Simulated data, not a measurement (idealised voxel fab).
process module | voxel self aligned vias
140 nm wide, 5 nm square cells: that's cross-section cut.
Heads up, the way a cross-section reads in here is a grid of square cells, handed over as bands from the top down, with every band being one or more rows of cells. Heights first: top, then bottom, in nm. Then materials, left to right, each with a width in nm. "all across" on a single material: fills the band edge to edge. "blank": empty space. Note: height 0 marks the level under which the wafer is uniformly one material as received. Lowest band unbounded below, written "0 down". It should be noted that a width expressed as "30 to 40" varies in equal increments from row to row of cells within the band, taking the value of the first number at the top row and that of the second number at the bottom row. The designation "no change occurred", where it is given for a processing step, indicates that no cell of the cross-section was altered in the course of that step. Under "Sealed voids" you'll find the enclosed gaps, the ones with no way out to the top, that are 8 cells or bigger; each reads width x height at distance, with distance counted from the left edge, everything in nm. The remark found on a step's line after its settings is issued by the simulator itself and pertains to that step. The line of a step may include "overlay nm". On a step with a mask, this value is how far to the right of its planned place the mask lay. A negative value means the mask lay to the left. Pairs from here to the end. Each: cross-section before one process step, cross-section after it, the latter only as far down as the lowest band that changed. Under each: the step between, and its settings. Mind that the pairs may be taken from different runs of this module on the same starting wafer; whether a pair continues from the pair above depends on its entry headed "Incoming structure", and it does only where that entry says so.

INCOMING STRUCTURE
> 50 to 45  SiN all across
> 45 to 40  lowk 20 nm  SiN 40 nm  lowk 15 nm  SiN 40 nm  lowk 25 nm
> 40 to 20  lowk 20 nm  TiN 5 nm  W 30 nm  TiN 5 nm  lowk 15 nm  TiN 5 nm  W 30 nm  TiN 5 nm  lowk 25 nm
> 20 to 15  lowk 20 nm  TiN 40 nm  lowk 15 nm  TiN 40 nm  lowk 25 nm
> 15 to 10  SiCN all across
> 10 to 0  SiO2 all across
> 0 down  Si all across
> Sealed voids: none

CROSS-SECTION AFTER STEP
> 45 to 40  lowk 20 nm  SiN 40 nm  lowk 15 nm  SiN 40 nm  lowk 25 nm
> Everything below 40 is unchanged.
> Sealed voids: none
Connecting step for the cross-sections above: CMP,height nm 45

Incoming structure: just use the after drawing of the pair above as your starting point.

CROSS-SECTION AFTER STEP
> 65 to 45  lowk all across
> Everything below 45 is unchanged.
> Sealed voids: none
Connecting step for the cross-sections above: DIRECTIONAL_DEP,material lowk,thk nm 20

Incoming structure: just use the after drawing of the pair above as your starting point.

CROSS-SECTION AFTER STEP
> 80 to 65  aC all across
> Everything below 65 is unchanged.
> Sealed voids: none
Connecting step for the cross-sections above: DIRECTIONAL_DEP,material aC,thk nm 15

Incoming structure: just use the after drawing of the pair above as your starting point.

CROSS-SECTION AFTER STEP
> 110 to 80  resist 20 nm  blank 40 nm  resist 80 nm
> Everything below 80 is unchanged.
> Sealed voids: none
Connecting step for the cross-sections above: PATTERN,tone open,mask id VIAS,material resist,width nm 40,thk nm 30,overlay nm 0

Incoming structure: just use the after drawing of the pair above as your starting point.

CROSS-SECTION AFTER STEP
> 95 to 80  resist 20 nm  blank 40 nm  resist 80 nm
> 80 to 65  aC 20 nm  blank 40 nm  aC 80 nm
> Everything below 65 is unchanged.
> Sealed voids: none
Connecting step for the cross-sections above: DIRECTIONAL_ETCH,etch materials aC,depth nm 15

Incoming structure: just use the after drawing of the pair above as your starting point.

CROSS-SECTION AFTER STEP
> 80 to 65  aC 20 nm  blank 40 nm  aC 80 nm
> Everything below 65 is unchanged.
> Sealed voids: none
Connecting step for the cross-sections above: STRIP,etch materials resist

Incoming structure: just use the after drawing of the pair above as your starting point.

CROSS-SECTION AFTER STEP
> 80 to 65  aC 20 nm  blank 40 nm  aC 80 nm
> 65 to 45  lowk 20 nm  blank 40 nm  lowk 80 nm
> Everything below 45 is unchanged.
> Sealed voids: none
Connecting step for the cross-sections above: DIRECTIONAL_ETCH,etch materials lowk,depth nm 20

Incoming structure: just use the after drawing of the pair above as your starting point.

CROSS-SECTION AFTER STEP
> 80 to 65  aC 20 nm  blank 40 nm  aC 80 nm
> 65 to 45  lowk 20 nm  blank 40 nm  lowk 80 nm
> 45 to 40  lowk 20 nm  blank 40 nm  lowk 15 nm  SiN 40 nm  lowk 25 nm
> Everything below 40 is unchanged.
> Sealed voids: none
Connecting step for the cross-sections above: DIRECTIONAL_ETCH,etch materials SiN,depth nm 5

Incoming structure: just use the after drawing of the pair above as your starting point.

CROSS-SECTION AFTER STEP
> 65 to 45  lowk 20 nm  blank 40 nm  lowk 80 nm
> Everything below 45 is unchanged.
> Sealed voids: none
Connecting step for the cross-sections above: STRIP,etch materials aC

Incoming structure: just use the after drawing of the pair above as your starting point.

CROSS-SECTION AFTER STEP
> 70 to 65  TiN 25 nm  blank 30 nm  TiN 85 nm
> 65 to 45  lowk 20 nm  TiN 5 nm  blank 30 nm  TiN 5 nm  lowk 80 nm
> 45 to 40  lowk 20 nm  TiN 40 nm  lowk 15 nm  SiN 40 nm  lowk 25 nm
> Everything below 40 is unchanged.
> Sealed voids: none
Connecting step for the cross-sections above: CONFORMAL_DEP,material TiN,thk nm 5

Incoming structure: just use the after drawing of the pair above as your starting point.

CROSS-SECTION AFTER STEP
> 75 to 70  W all across
> 70 to 65  TiN 25 nm  W 30 nm  TiN 85 nm
> 65 to 45  lowk 20 nm  TiN 5 nm  W 30 nm  TiN 5 nm  lowk 80 nm
> Everything below 45 is unchanged.
> Sealed voids: none
Connecting step for the cross-sections above: FILL_DEP,material W,thk nm 5

Incoming structure: just use the after drawing of the pair above as your starting point.

CROSS-SECTION AFTER STEP
> 65 to 45  lowk 20 nm  TiN 5 nm  W 30 nm  TiN 5 nm  lowk 80 nm
> Everything below 45 is unchanged.
> Sealed voids: none
Connecting step for the cross-sections above: CMP,height nm 65

Incoming structure: just use the after drawing of the pair above as your starting point.

CROSS-SECTION AFTER STEP
> 70 to 65  SiN all across
> Everything below 65 is unchanged.
> Sealed voids: none
Connecting step for the cross-sections above: CONFORMAL_DEP,material SiN,thk nm 5

INCOMING STRUCTURE
> 45 to 15  lowk all across
> 15 to 10  SiCN all across
> 10 to 0  SiO2 all across
> 0 down  Si all across
> Sealed voids: none

CROSS-SECTION AFTER STEP
> 65 to 45  resist 35 nm  blank 30 nm  resist 25 nm  blank 30 nm  resist 20 nm
> Everything below 45 is unchanged.
> Sealed voids: none
Connecting step for the cross-sections above: PATTERN,tone open,mask id LINES,material resist,width nm 30,pitch nm 55,thk nm 20,overlay nm 10

Incoming structure: just use the after drawing of the pair above as your starting point.

CROSS-SECTION AFTER STEP
> 65 to 45  resist 35 nm  blank 30 nm  resist 25 nm  blank 30 nm  resist 20 nm
> 45 to 15  lowk 35 nm  blank 30 nm  lowk 25 nm  blank 30 nm  lowk 20 nm
> Everything below 15 is unchanged.
> Sealed voids: none
Connecting step for the cross-sections above: DIRECTIONAL_ETCH,etch materials lowk,depth nm 30

Incoming structure: just use the after drawing of the pair above as your starting point.

CROSS-SECTION AFTER STEP
> 45 to 15  lowk 35 nm  blank 30 nm  lowk 25 nm  blank 30 nm  lowk 20 nm
> Everything below 15 is unchanged.
> Sealed voids: none
Connecting step for the cross-sections above: STRIP,etch materials resist

Incoming structure: just use the after drawing of the pair above as your starting point.

CROSS-SECTION AFTER STEP
> 50 to 45  TiN 40 nm  blank 20 nm  TiN 35 nm  blank 20 nm  TiN 25 nm
> 45 to 20  lowk 35 nm  TiN 5 nm  blank 20 nm  TiN 5 nm  lowk 25 nm  TiN 5 nm  blank 20 nm  TiN 5 nm  lowk 20 nm
> 20 to 15  lowk 35 nm  TiN 30 nm  lowk 25 nm  TiN 30 nm  lowk 20 nm
> Everything below 15 is unchanged.
> Sealed voids: none
Connecting step for the cross-sections above: CONFORMAL_DEP,material TiN,thk nm 5

Incoming structure: just use the after drawing of the pair above as your starting point.

CROSS-SECTION AFTER STEP
> 60 to 50  W all across
> 50 to 45  TiN 40 nm  W 20 nm  TiN 35 nm  W 20 nm  TiN 25 nm
> 45 to 20  lowk 35 nm  TiN 5 nm  W 20 nm  TiN 5 nm  lowk 25 nm  TiN 5 nm  W 20 nm  TiN 5 nm  lowk 20 nm
> Everything below 20 is unchanged.
> Sealed voids: none
Connecting step for the cross-sections above: FILL_DEP,material W,thk nm 10

Incoming structure: just use the after drawing of the pair above as your starting point.

CROSS-SECTION AFTER STEP
> 45 to 20  lowk 35 nm  TiN 5 nm  W 20 nm  TiN 5 nm  lowk 25 nm  TiN 5 nm  W 20 nm  TiN 5 nm  lowk 20 nm
> Everything below 20 is unchanged.
> Sealed voids: none
Connecting step for the cross-sections above: CMP,height nm 45

Incoming structure: just use the after drawing of the pair above as your starting point.

CROSS-SECTION AFTER STEP
> 45 to 40  lowk 35 nm  blank 30 nm  lowk 25 nm  blank 30 nm  lowk 20 nm
> Everything below 40 is unchanged.
> Sealed voids: none
Connecting step for the cross-sections above: SELECTIVE_ETCH,etch materials W Ru TiN,depth nm 5

Incoming structure: just use the after drawing of the pair above as your starting point.

CROSS-SECTION AFTER STEP
> 50 to 45  SiN all across
> 45 to 40  lowk 35 nm  SiN 30 nm  lowk 25 nm  SiN 30 nm  lowk 20 nm
> Everything below 40 is unchanged.
> Sealed voids: none
Connecting step for the cross-sections above: FILL_DEP,material SiN,thk nm 5

Incoming structure: just use the after drawing of the pair above as your starting point.

CROSS-SECTION AFTER STEP
> 45 to 40  lowk 35 nm  SiN 30 nm  lowk 25 nm  SiN 30 nm  lowk 20 nm
> Everything below 40 is unchanged.
> Sealed voids: none
Connecting step for the cross-sections above: CMP,height nm 45

Incoming structure: just use the after drawing of the pair above as your starting point.

CROSS-SECTION AFTER STEP
> 65 to 45  lowk all across
> Everything below 45 is unchanged.
> Sealed voids: none
Connecting step for the cross-sections above: DIRECTIONAL_DEP,material lowk,thk nm 20

Incoming structure: just use the after drawing of the pair above as your starting point.

CROSS-SECTION AFTER STEP
> 80 to 65  aC all across
> Everything below 65 is unchanged.
> Sealed voids: none
Connecting step for the cross-sections above: DIRECTIONAL_DEP,material aC,thk nm 15

Incoming structure: just use the after drawing of the pair above as your starting point.

CROSS-SECTION AFTER STEP
> 110 to 80  resist 20 nm  blank 40 nm  resist 80 nm
> Everything below 80 is unchanged.
> Sealed voids: none
Connecting step for the cross-sections above: PATTERN,tone open,mask id VIAS,material resist,width nm 40,thk nm 30,overlay nm 0

Incoming structure: just use the after drawing of the pair above as your starting point.

CROSS-SECTION AFTER STEP
> 95 to 80  resist 20 nm  blank 40 nm  resist 80 nm
> 80 to 65  aC 20 nm  blank 40 nm  aC 80 nm
> Everything below 65 is unchanged.
> Sealed voids: none
Connecting step for the cross-sections above: DIRECTIONAL_ETCH,etch materials aC,depth nm 15

Incoming structure: just use the after drawing of the pair above as your starting point.

CROSS-SECTION AFTER STEP
> 80 to 65  aC 20 nm  blank 40 nm  aC 80 nm
> Everything below 65 is unchanged.
> Sealed voids: none
Connecting step for the cross-sections above: STRIP,etch materials resist

Incoming structure: just use the after drawing of the pair above as your starting point.

CROSS-SECTION AFTER STEP
> 80 to 65  aC 20 nm  blank 40 nm  aC 80 nm
> 65 to 45  lowk 20 nm  blank 40 nm  lowk 80 nm
> Everything below 45 is unchanged.
> Sealed voids: none
Connecting step for the cross-sections above: DIRECTIONAL_ETCH,etch materials lowk,depth nm 20

Incoming structure: just use the after drawing of the pair above as your starting point.

CROSS-SECTION AFTER STEP
> 80 to 65  aC 20 nm  blank 40 nm  aC 80 nm
> 65 to 45  lowk 20 nm  blank 40 nm  lowk 80 nm
> 45 to 40  lowk 35 nm  blank 25 nm  SiN 5 nm  lowk 25 nm  SiN 30 nm  lowk 20 nm
> Everything below 40 is unchanged.
> Sealed voids: none
Connecting step for the cross-sections above: DIRECTIONAL_ETCH,etch materials SiN,depth nm 5

Incoming structure: just use the after drawing of the pair above as your starting point.

CROSS-SECTION AFTER STEP
> 65 to 45  lowk 20 nm  blank 40 nm  lowk 80 nm
> Everything below 45 is unchanged.
> Sealed voids: none
Connecting step for the cross-sections above: STRIP,etch materials aC

Incoming structure: just use the after drawing of the pair above as your starting point.

CROSS-SECTION AFTER STEP
> 70 to 65  TiN 25 nm  blank 30 nm  TiN 85 nm
> 65 to 50  lowk 20 nm  TiN 5 nm  blank 30 nm  TiN 5 nm  lowk 80 nm
> 50 to 45  lowk 20 nm  TiN 20 nm  blank 15 nm  TiN 5 nm  lowk 80 nm
> 45 to 40  lowk 35 nm  TiN 25 nm  SiN 5 nm  lowk 25 nm  SiN 30 nm  lowk 20 nm
> Everything below 40 is unchanged.
> Sealed voids: none
Connecting step for the cross-sections above: CONFORMAL_DEP,material TiN,thk nm 5

Incoming structure: just use the after drawing of the pair above as your starting point.

CROSS-SECTION AFTER STEP
> 75 to 70  W all across
> 70 to 65  TiN 25 nm  W 30 nm  TiN 85 nm
> 65 to 50  lowk 20 nm  TiN 5 nm  W 30 nm  TiN 5 nm  lowk 80 nm
> 50 to 45  lowk 20 nm  TiN 20 nm  W 15 nm  TiN 5 nm  lowk 80 nm
> Everything below 45 is unchanged.
> Sealed voids: none
Connecting step for the cross-sections above: FILL_DEP,material W,thk nm 5

Incoming structure: just use the after drawing of the pair above as your starting point.

CROSS-SECTION AFTER STEP
> 65 to 50  lowk 20 nm  TiN 5 nm  W 30 nm  TiN 5 nm  lowk 80 nm
> Everything below 50 is unchanged.
> Sealed voids: none
Connecting step for the cross-sections above: CMP,height nm 65

Incoming structure: just use the after drawing of the pair above as your starting point.

CROSS-SECTION AFTER STEP
> 70 to 65  SiN all across
> Everything below 65 is unchanged.
> Sealed voids: none
Connecting step for the cross-sections above: CONFORMAL_DEP,material SiN,thk nm 5

INCOMING STRUCTURE
> 10 to 0  SiO2 all across
> 0 down  Si all across
> Sealed voids: none

CROSS-SECTION AFTER STEP
> 15 to 10  SiN all across
> Everything below 10 is unchanged.
> Sealed voids: none
Connecting step for the cross-sections above: CONFORMAL_DEP,material SiN,thk nm 5

Incoming structure: just use the after drawing of the pair above as your starting point.

CROSS-SECTION AFTER STEP
> 45 to 15  lowk all across
> Everything below 15 is unchanged.
> Sealed voids: none
Connecting step for the cross-sections above: DIRECTIONAL_DEP,material lowk,thk nm 30

Incoming structure: just use the after drawing of the pair above as your starting point.

CROSS-SECTION AFTER STEP
> 65 to 45  resist 25 nm  blank 30 nm  resist 25 nm  blank 30 nm  resist 30 nm
> Everything below 45 is unchanged.
> Sealed voids: none
Connecting step for the cross-sections above: PATTERN,tone open,mask id LINES,material resist,width nm 30,pitch nm 55,thk nm 20,overlay nm 0

Incoming structure: just use the after drawing of the pair above as your starting point.

CROSS-SECTION AFTER STEP
> 65 to 45  resist 25 nm  blank 30 nm  resist 25 nm  blank 30 nm  resist 30 nm
> 45 to 15  lowk 25 nm  blank 30 nm  lowk 25 nm  blank 30 nm  lowk 30 nm
> Everything below 15 is unchanged.
> Sealed voids: none
Connecting step for the cross-sections above: DIRECTIONAL_ETCH,etch materials lowk,depth nm 30

Incoming structure: just use the after drawing of the pair above as your starting point.

CROSS-SECTION AFTER STEP
> 45 to 15  lowk 25 nm  blank 30 nm  lowk 25 nm  blank 30 nm  lowk 30 nm
> Everything below 15 is unchanged.
> Sealed voids: none
Connecting step for the cross-sections above: STRIP,etch materials resist

Incoming structure: just use the after drawing of the pair above as your starting point.

CROSS-SECTION AFTER STEP
> 50 to 45  TiN 30 nm  blank 20 nm  TiN 35 nm  blank 20 nm  TiN 35 nm
> 45 to 20  lowk 25 nm  TiN 5 nm  blank 20 nm  TiN 5 nm  lowk 25 nm  TiN 5 nm  blank 20 nm  TiN 5 nm  lowk 30 nm
> 20 to 15  lowk 25 nm  TiN 30 nm  lowk 25 nm  TiN 30 nm  lowk 30 nm
> Everything below 15 is unchanged.
> Sealed voids: none
Connecting step for the cross-sections above: CONFORMAL_DEP,material TiN,thk nm 5

Incoming structure: just use the after drawing of the pair above as your starting point.

CROSS-SECTION AFTER STEP
> 60 to 50  W all across
> 50 to 45  TiN 30 nm  W 20 nm  TiN 35 nm  W 20 nm  TiN 35 nm
> 45 to 20  lowk 25 nm  TiN 5 nm  W 20 nm  TiN 5 nm  lowk 25 nm  TiN 5 nm  W 20 nm  TiN 5 nm  lowk 30 nm
> Everything below 20 is unchanged.
> Sealed voids: none
Connecting step for the cross-sections above: FILL_DEP,material W,thk nm 10

Incoming structure: just use the after drawing of the pair above as your starting point.

CROSS-SECTION AFTER STEP
> 45 to 20  lowk 25 nm  TiN 5 nm  W 20 nm  TiN 5 nm  lowk 25 nm  TiN 5 nm  W 20 nm  TiN 5 nm  lowk 30 nm
> Everything below 20 is unchanged.
> Sealed voids: none
Connecting step for the cross-sections above: CMP,height nm 45

Incoming structure: just use the after drawing of the pair above as your starting point.

CROSS-SECTION AFTER STEP
> 45 to 40  lowk 25 nm  blank 30 nm  lowk 25 nm  blank 30 nm  lowk 30 nm
> Everything below 40 is unchanged.
> Sealed voids: none
Connecting step for the cross-sections above: SELECTIVE_ETCH,etch materials W Ru TiN,depth nm 5

Incoming structure: just use the after drawing of the pair above as your starting point.

CROSS-SECTION AFTER STEP
> 50 to 45  SiN all across
> 45 to 40  lowk 25 nm  SiN 30 nm  lowk 25 nm  SiN 30 nm  lowk 30 nm
> Everything below 40 is unchanged.
> Sealed voids: none
Connecting step for the cross-sections above: FILL_DEP,material SiN,thk nm 5

Incoming structure: just use the after drawing of the pair above as your starting point.

CROSS-SECTION AFTER STEP
> 45 to 40  lowk 25 nm  SiN 30 nm  lowk 25 nm  SiN 30 nm  lowk 30 nm
> Everything below 40 is unchanged.
> Sealed voids: none
Connecting step for the cross-sections above: CMP,height nm 45

Incoming structure: just use the after drawing of the pair above as your starting point.

CROSS-SECTION AFTER STEP
> 65 to 45  lowk all across
> Everything below 45 is unchanged.
> Sealed voids: none
Connecting step for the cross-sections above: DIRECTIONAL_DEP,material lowk,thk nm 20

Incoming structure: just use the after drawing of the pair above as your starting point.

CROSS-SECTION AFTER STEP
> 80 to 65  aC all across
> Everything below 65 is unchanged.
> Sealed voids: none
Connecting step for the cross-sections above: DIRECTIONAL_DEP,material aC,thk nm 15

Incoming structure: just use the after drawing of the pair above as your starting point.

CROSS-SECTION AFTER STEP
> 110 to 80  resist 20 nm  blank 40 nm  resist 80 nm
> Everything below 80 is unchanged.
> Sealed voids: none
Connecting step for the cross-sections above: PATTERN,tone open,mask id VIAS,material resist,width nm 40,thk nm 30,overlay nm 0

Incoming structure: just use the after drawing of the pair above as your starting point.

CROSS-SECTION AFTER STEP
> 95 to 80  resist 20 nm  blank 40 nm  resist 80 nm
> 80 to 65  aC 20 nm  blank 40 nm  aC 80 nm
> Everything below 65 is unchanged.
> Sealed voids: none
Connecting step for the cross-sections above: DIRECTIONAL_ETCH,etch materials aC,depth nm 15

Incoming structure: just use the after drawing of the pair above as your starting point.

CROSS-SECTION AFTER STEP
> 80 to 65  aC 20 nm  blank 40 nm  aC 80 nm
> Everything below 65 is unchanged.
> Sealed voids: none
Connecting step for the cross-sections above: STRIP,etch materials resist

Incoming structure: just use the after drawing of the pair above as your starting point.

CROSS-SECTION AFTER STEP
> 80 to 65  aC 20 nm  blank 40 nm  aC 80 nm
> 65 to 45  lowk 20 nm  blank 40 nm  lowk 80 nm
> Everything below 45 is unchanged.
> Sealed voids: none
Connecting step for the cross-sections above: DIRECTIONAL_ETCH,etch materials lowk,depth nm 20

Incoming structure: just use the after drawing of the pair above as your starting point.

CROSS-SECTION AFTER STEP
> 80 to 65  aC 20 nm  blank 40 nm  aC 80 nm
> 65 to 45  lowk 20 nm  blank 40 nm  lowk 80 nm
> 45 to 40  lowk 25 nm  blank 30 nm  lowk 25 nm  SiN 30 nm  lowk 30 nm
> Everything below 40 is unchanged.
> Sealed voids: none
Connecting step for the cross-sections above: DIRECTIONAL_ETCH,etch materials SiN,depth nm 5

Incoming structure: just use the after drawing of the pair above as your starting point.

CROSS-SECTION AFTER STEP
> 65 to 45  lowk 20 nm  blank 40 nm  lowk 80 nm
> Everything below 45 is unchanged.
> Sealed voids: none
Connecting step for the cross-sections above: STRIP,etch materials aC

Incoming structure: just use the after drawing of the pair above as your starting point.

CROSS-SECTION AFTER STEP
> 70 to 65  TiN 25 nm  blank 30 nm  TiN 85 nm
> 65 to 50  lowk 20 nm  TiN 5 nm  blank 30 nm  TiN 5 nm  lowk 80 nm
> 50 to 45  lowk 20 nm  TiN 10 nm  blank 20 nm  TiN 10 nm  lowk 80 nm
> 45 to 40  lowk 25 nm  TiN 30 nm  lowk 25 nm  SiN 30 nm  lowk 30 nm
> Everything below 40 is unchanged.
> Sealed voids: none
Connecting step for the cross-sections above: CONFORMAL_DEP,material TiN,thk nm 5

Incoming structure: just use the after drawing of the pair above as your starting point.

CROSS-SECTION AFTER STEP
> 75 to 70  W all across
> 70 to 65  TiN 25 nm  W 30 nm  TiN 85 nm
> 65 to 50  lowk 20 nm  TiN 5 nm  W 30 nm  TiN 5 nm  lowk 80 nm
> 50 to 45  lowk 20 nm  TiN 10 nm  W 20 nm  TiN 10 nm  lowk 80 nm
> Everything below 45 is unchanged.
> Sealed voids: none
Connecting step for the cross-sections above: FILL_DEP,material W,thk nm 5

Incoming structure: just use the after drawing of the pair above as your starting point.

CROSS-SECTION AFTER STEP
> 65 to 50  lowk 20 nm  TiN 5 nm  W 30 nm  TiN 5 nm  lowk 80 nm
> Everything below 50 is unchanged.
> Sealed voids: none
Connecting step for the cross-sections above: CMP,height nm 65

Incoming structure: just use the after drawing of the pair above as your starting point.

CROSS-SECTION AFTER STEP
> 70 to 65  SiN all across
> Everything below 65 is unchanged.
> Sealed voids: none
Connecting step for the cross-sections above: CONFORMAL_DEP,material SiN,thk nm 5

INCOMING STRUCTURE
> 45 to 15  lowk all across
> 15 to 10  SiCN all across
> 10 to 0  SiO2 all across
> 0 down  Si all across
> Sealed voids: none

CROSS-SECTION AFTER STEP
> 65 to 45  blank 25 nm  resist 30 nm  blank 25 nm  resist 30 nm  blank 30 nm
> Everything below 45 is unchanged.
> Sealed voids: none
Connecting step for the cross-sections above: PATTERN,tone cover,mask id LINES,material resist,width nm 30,pitch nm 55,thk nm 20,overlay nm 0

Incoming structure: just use the after drawing of the pair above as your starting point.

CROSS-SECTION AFTER STEP
> 65 to 45  blank 25 nm  resist 30 nm  blank 25 nm  resist 30 nm  blank 30 nm
> 45 to 15  blank 25 nm  lowk 30 nm  blank 25 nm  lowk 30 nm  blank 30 nm
> Everything below 15 is unchanged.
> Sealed voids: none
Connecting step for the cross-sections above: DIRECTIONAL_ETCH,etch materials lowk,depth nm 30

Incoming structure: just use the after drawing of the pair above as your starting point.

CROSS-SECTION AFTER STEP
> 45 to 15  blank 25 nm  lowk 30 nm  blank 25 nm  lowk 30 nm  blank 30 nm
> Everything below 15 is unchanged.
> Sealed voids: none
Connecting step for the cross-sections above: STRIP,etch materials resist

Incoming structure: just use the after drawing of the pair above as your starting point.

CROSS-SECTION AFTER STEP
> 50 to 45  blank 20 nm  TiN 40 nm  blank 15 nm  TiN 40 nm  blank 25 nm
> 45 to 20  blank 20 nm  TiN 5 nm  lowk 30 nm  TiN 5 nm  blank 15 nm  TiN 5 nm  lowk 30 nm  TiN 5 nm  blank 25 nm
> 20 to 15  TiN 25 nm  lowk 30 nm  TiN 25 nm  lowk 30 nm  TiN 30 nm
> Everything below 15 is unchanged.
> Sealed voids: none
Connecting step for the cross-sections above: CONFORMAL_DEP,material TiN,thk nm 5

Incoming structure: just use the after drawing of the pair above as your starting point.

CROSS-SECTION AFTER STEP
> 60 to 50  W all across
> 50 to 45  W 20 nm  TiN 40 nm  W 15 nm  TiN 40 nm  W 25 nm
> 45 to 20  W 20 nm  TiN 5 nm  lowk 30 nm  TiN 5 nm  W 15 nm  TiN 5 nm  lowk 30 nm  TiN 5 nm  W 25 nm
> Everything below 20 is unchanged.
> Sealed voids: none
Connecting step for the cross-sections above: FILL_DEP,material W,thk nm 10

Incoming structure: just use the after drawing of the pair above as your starting point.

CROSS-SECTION AFTER STEP
> 45 to 20  W 20 nm  TiN 5 nm  lowk 30 nm  TiN 5 nm  W 15 nm  TiN 5 nm  lowk 30 nm  TiN 5 nm  W 25 nm
> Everything below 20 is unchanged.
> Sealed voids: none
Connecting step for the cross-sections above: CMP,height nm 45

Incoming structure: just use the after drawing of the pair above as your starting point.

CROSS-SECTION AFTER STEP
> 45 to 40  blank 25 nm  lowk 30 nm  blank 25 nm  lowk 30 nm  blank 30 nm
> Everything below 40 is unchanged.
> Sealed voids: none
Connecting step for the cross-sections above: SELECTIVE_ETCH,etch materials W Ru TiN,depth nm 5

Incoming structure: just use the after drawing of the pair above as your starting point.

CROSS-SECTION AFTER STEP
> 50 to 45  SiN all across
> 45 to 40  SiN 25 nm  lowk 30 nm  SiN 25 nm  lowk 30 nm  SiN 30 nm
> Everything below 40 is unchanged.
> Sealed voids: none
Connecting step for the cross-sections above: FILL_DEP,material SiN,thk nm 5

Incoming structure: just use the after drawing of the pair above as your starting point.

CROSS-SECTION AFTER STEP
> 45 to 40  SiN 25 nm  lowk 30 nm  SiN 25 nm  lowk 30 nm  SiN 30 nm
> Everything below 40 is unchanged.
> Sealed voids: none
Connecting step for the cross-sections above: CMP,height nm 45

Incoming structure: just use the after drawing of the pair above as your starting point.

CROSS-SECTION AFTER STEP
> 65 to 45  lowk all across
> Everything below 45 is unchanged.
> Sealed voids: none
Connecting step for the cross-sections above: DIRECTIONAL_DEP,material lowk,thk nm 20

Incoming structure: just use the after drawing of the pair above as your starting point.

CROSS-SECTION AFTER STEP
> 80 to 65  aC all across
> Everything below 65 is unchanged.
> Sealed voids: none
Connecting step for the cross-sections above: DIRECTIONAL_DEP,material aC,thk nm 15

Incoming structure: just use the after drawing of the pair above as your starting point.

CROSS-SECTION AFTER STEP
> 110 to 80  resist 20 nm  blank 40 nm  resist 80 nm
> Everything below 80 is unchanged.
> Sealed voids: none
Connecting step for the cross-sections above: PATTERN,tone open,mask id VIAS,material resist,width nm 40,thk nm 30,overlay nm 0

Incoming structure: just use the after drawing of the pair above as your starting point.

CROSS-SECTION AFTER STEP
> 95 to 80  resist 20 nm  blank 40 nm  resist 80 nm
> 80 to 65  aC 20 nm  blank 40 nm  aC 80 nm
> Everything below 65 is unchanged.
> Sealed voids: none
Connecting step for the cross-sections above: DIRECTIONAL_ETCH,etch materials aC,depth nm 15

Incoming structure: just use the after drawing of the pair above as your starting point.

CROSS-SECTION AFTER STEP
> 80 to 65  aC 20 nm  blank 40 nm  aC 80 nm
> Everything below 65 is unchanged.
> Sealed voids: none
Connecting step for the cross-sections above: STRIP,etch materials resist

Incoming structure: just use the after drawing of the pair above as your starting point.

CROSS-SECTION AFTER STEP
> 80 to 65  aC 20 nm  blank 40 nm  aC 80 nm
> 65 to 45  lowk 20 nm  blank 40 nm  lowk 80 nm
> Everything below 45 is unchanged.
> Sealed voids: none
Connecting step for the cross-sections above: DIRECTIONAL_ETCH,etch materials lowk,depth nm 20

Incoming structure: just use the after drawing of the pair above as your starting point.

CROSS-SECTION AFTER STEP
> 80 to 65  aC 20 nm  blank 40 nm  aC 80 nm
> 65 to 45  lowk 20 nm  blank 40 nm  lowk 80 nm
> 45 to 40  SiN 20 nm  blank 5 nm  lowk 30 nm  blank 5 nm  SiN 20 nm  lowk 30 nm  SiN 30 nm
> Everything below 40 is unchanged.
> Sealed voids: none
Connecting step for the cross-sections above: DIRECTIONAL_ETCH,etch materials SiN,depth nm 5

Incoming structure: just use the after drawing of the pair above as your starting point.

CROSS-SECTION AFTER STEP
> 65 to 45  lowk 20 nm  blank 40 nm  lowk 80 nm
> Everything below 45 is unchanged.
> Sealed voids: none
Connecting step for the cross-sections above: STRIP,etch materials aC

Incoming structure: just use the after drawing of the pair above as your starting point.

CROSS-SECTION AFTER STEP
> 70 to 65  TiN 25 nm  blank 30 nm  TiN 85 nm
> 65 to 50  lowk 20 nm  TiN 5 nm  blank 30 nm  TiN 5 nm  lowk 80 nm
> 50 to 45  lowk 20 nm  TiN 40 nm  lowk 80 nm
> 45 to 40  SiN 20 nm  TiN 5 nm  lowk 30 nm  TiN 5 nm  SiN 20 nm  lowk 30 nm  SiN 30 nm
> Everything below 40 is unchanged.
> Sealed voids: none
Connecting step for the cross-sections above: CONFORMAL_DEP,material TiN,thk nm 5

Incoming structure: just use the after drawing of the pair above as your starting point.

CROSS-SECTION AFTER STEP
> 75 to 70  W all across
> 70 to 65  TiN 25 nm  W 30 nm  TiN 85 nm
> 65 to 50  lowk 20 nm  TiN 5 nm  W 30 nm  TiN 5 nm  lowk 80 nm
> Everything below 50 is unchanged.
> Sealed voids: none
Connecting step for the cross-sections above: FILL_DEP,material W,thk nm 5

Incoming structure: just use the after drawing of the pair above as your starting point.

CROSS-SECTION AFTER STEP
> 65 to 50  lowk 20 nm  TiN 5 nm  W 30 nm  TiN 5 nm  lowk 80 nm
> Everything below 50 is unchanged.
> Sealed voids: none
Connecting step for the cross-sections above: CMP,height nm 65

Incoming structure: just use the after drawing of the pair above as your starting point.

CROSS-SECTION AFTER STEP
> 70 to 65  SiN all across
> Everything below 65 is unchanged.
> Sealed voids: none
Connecting step for the cross-sections above: CONFORMAL_DEP,material SiN,thk nm 5
